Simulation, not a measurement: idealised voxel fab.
process module | voxel transistor to metal
cross-section cut | 270 nm wide | cells 5 nm
A cross-section is a grid of square cells, given in bands from the top down. A band is one or more rows of cells.
Each band's line starts with the height of the band's top and of its bottom, in nm. Then come its materials from left to right, each with its width in nm. One material with "throughout" fills the band from edge to edge. "air" is empty space.
Height 0 is the level under which the wafer as received is all one material. The lowest band goes on downwards, as in "0 down".
A width such as "30 to 40" changes by the same amount from each row of cells to the next, from the band's top row to its bottom row.
"no change" after a step means that no cell of the cross-section changed.
closed voids: empty space of 8 cells or more with no open way to the top, each as width x height at its distance from the left edge, in nm
after a step's settings: what the simulator itself notes on the step
overlay nm, on a step with a mask: how far to the right of its planned place the mask lay; to the left if negative
plan
1 op RECEIVE | material Si
2 op CONFORMAL_DEP | material SiO2 | thk nm 5
3 op CONFORMAL_DEP | material SiN | thk nm 10
4 op MASKED_ETCH | tone cover | mask id ACTIVE | width nm 100 | pitch nm 130 | etch materials SiN | depth nm 10 | overlay nm 0
5 op MASKED_ETCH | tone cover | mask id ACTIVE | width nm 100 | pitch nm 130 | etch materials SiO2 | depth nm 5 | overlay nm 0
6 op MASKED_ETCH | tone cover | mask id ACTIVE | width nm 100 | pitch nm 130 | etch materials Si | depth nm 25 | overlay nm 0
7 op OXIDIZE | depth nm 5
8 op FILL_DEP | material SiO2 | thk nm 10
9 op CMP | height nm 15
10 op SELECTIVE_ETCH | etch materials SiO2 | depth nm 5
11 op STRIP | etch materials SiN
12 op SELECTIVE_ETCH | etch materials SiO2 | depth nm 5
13 op OXIDIZE | depth nm 5
14 op DIRECTIONAL_DEP | material polySi | thk nm 30
15 op DIRECTIONAL_DEP | material SiCN | thk nm 10
16 op DIRECTIONAL_DEP | material aC | thk nm 15
17 op PATTERN | tone cover | mask id GATE | material resist | width nm 30 | pitch nm 130 | thk nm 30 | overlay nm 0
18 op DIRECTIONAL_ETCH | etch materials aC | depth nm 15
19 op STRIP | etch materials resist
20 op DIRECTIONAL_ETCH | etch materials SiCN | depth nm 20
21 op DIRECTIONAL_ETCH | etch materials polySi | depth nm 40
22 op STRIP | etch materials aC
23 op CONFORMAL_DEP | material SiN | thk nm 10
24 op DIRECTIONAL_ETCH | etch materials SiN | depth nm 10
25 op DIRECTIONAL_ETCH | etch materials SiO2 | depth nm 5
26 op DIRECTIONAL_ETCH | etch materials Si | depth nm 10
27 op EPI | material pSi | thk nm 10
28 op FILL_DEP | material SiO2 | thk nm 10
29 op CMP | height nm 30
30 op STRIP | etch materials polySi
31 op SELECTIVE_ETCH | etch materials SiO2 | depth nm 5
32 op CONFORMAL_DEP | material HfO2 | thk nm 5
33 op CONFORMAL_DEP | material TiN | thk nm 5
34 op FILL_DEP | material W | thk nm 5
35 op CMP | height nm 25
36 op DIRECTIONAL_DEP | material SiO2 | thk nm 15
37 op PATTERN | tone open | mask id CONTACT | material resist | width nm 15 | thk nm 20 | overlay nm 0
38 op DIRECTIONAL_ETCH | etch materials SiO2 | depth nm 45
39 op STRIP | etch materials resist
40 op CONFORMAL_DEP | material TiN | thk nm 5
41 op FILL_DEP | material Ru | thk nm 5
42 op CMP | height nm 40
43 op CONFORMAL_DEP | material SiCN | thk nm 5
44 op DIRECTIONAL_DEP | material lowk | thk nm 15
45 op MASKED_ETCH | tone open | mask id METAL_1 | width nm 15 | etch materials lowk | depth nm 15 | overlay nm 0
46 op MASKED_ETCH | tone open | mask id METAL_1 | width nm 15 | etch materials SiCN | depth nm 5 | overlay nm 0
47 op CONFORMAL_DEP | material TiN | thk nm 5
48 op FILL_DEP | material Cu | thk nm 5
49 op CMP | height nm 60
50 op CONFORMAL_DEP | material SiCN | thk nm 5
51 op DIRECTIONAL_DEP | material SiO2 | thk nm 35
52 op PATTERN | tone open | mask id METAL_2 | material resist | width nm 15 | pitch nm 130 | thk nm 15 | overlay nm 0
53 op DIRECTIONAL_ETCH | etch materials SiO2 | depth nm 20
54 op STRIP | etch materials resist
55 op DIRECTIONAL_DEP | material aC | thk nm 10
56 op PATTERN | tone open | mask id METAL_2_HOLES | material resist | width nm 15 | pitch nm 130 | thk nm 30 | overlay nm 0
57 op DIRECTIONAL_ETCH | etch materials aC | depth nm 10
58 op STRIP | etch materials resist
59 op DIRECTIONAL_ETCH | etch materials SiO2 | depth nm 15
60 op DIRECTIONAL_ETCH | etch materials SiCN | depth nm 5
61 op STRIP | etch materials aC
62 op CONFORMAL_DEP | material TiN | thk nm 5
63 op FILL_DEP | material Ru | thk nm 5
64 op CMP | height nm 100
65 op CONFORMAL_DEP | material SiN | thk nm 5
as received, after step 1
  0 down: Si throughout
  closed voids: none
a wafer at the end: this start, this plan, one mistake
  105 to 100: SiN throughout
  100 to 65: SiO2 25 | TiN 5 | Ru 5 | TiN 5 | SiO2 115 | TiN 5 | Ru 5 | TiN 5 | SiO2 100
  65 to 60: SiCN 25 | TiN 15 | SiCN 115 | TiN 15 | SiCN 100
  60 to 45: lowk 25 | TiN 5 | Cu 5 | TiN 5 | lowk 60 | TiN 5 | Cu 5 | TiN 5 | lowk 40 | TiN 5 | Cu 5 | TiN 5 | lowk 60 | TiN 5 | Cu 5 | TiN 5 | lowk 25
  45 to 40: SiCN 25 | TiN 15 | SiCN 60 | TiN 15 | SiCN 40 | TiN 15 | SiCN 60 | TiN 15 | SiCN 25
  40 to 35: W 35 | TiN 30 | W 10 | TiN 30 | W 60 | TiN 30 | W 10 | TiN 30 | W 35
  35 to 30: TiN 40 | HfO2 20 | TiN 5 | W 10 | TiN 5 | HfO2 20 | TiN 70 | HfO2 20 | TiN 5 | W 10 | TiN 5 | HfO2 20 | TiN 40
  30 to 25: HfO2 45 | SiN 10 | HfO2 5 | TiN 5 | W 10 | TiN 5 | HfO2 5 | SiN 10 | HfO2 80 | SiN 10 | HfO2 5 | TiN 5 | W 10 | TiN 5 | HfO2 5 | SiN 10 | HfO2 45
  25 to 5: SiO2 45 | SiN 10 | HfO2 5 | TiN 5 | W 10 | TiN 5 | HfO2 5 | SiN 10 | SiO2 80 | SiN 10 | HfO2 5 | TiN 5 | W 10 | TiN 5 | HfO2 5 | SiN 10 | SiO2 45
  5 to 0: SiO2 15 | SiN 10 | SiO2 10 | pSi 10 | SiN 10 | HfO2 5 | TiN 20 | HfO2 5 | SiN 10 | pSi 10 | SiO2 10 | SiN 10 | SiO2 20 | SiN 10 | SiO2 10 | pSi 10 | SiN 10 | HfO2 5 | TiN 20 | HfO2 5 | SiN 10 | pSi 10 | SiO2 10 | SiN 10 | SiO2 15
  0 to -5: SiO2 35 | pSi 10 | SiO2 5 | HfO2 40 | SiO2 5 | pSi 10 | SiO2 60 | pSi 10 | SiO2 5 | HfO2 40 | SiO2 5 | pSi 10 | SiO2 35
  -5 to -15: SiO2 25 | pSi 20 | Si 50 | pSi 20 | SiO2 40 | pSi 20 | Si 50 | pSi 20 | SiO2 25
  -15 to -30: SiO2 25 | Si 90 | SiO2 40 | Si 90 | SiO2 25
  -30 down: Si throughout
  closed voids: none
what went wrong: step 35 was left out
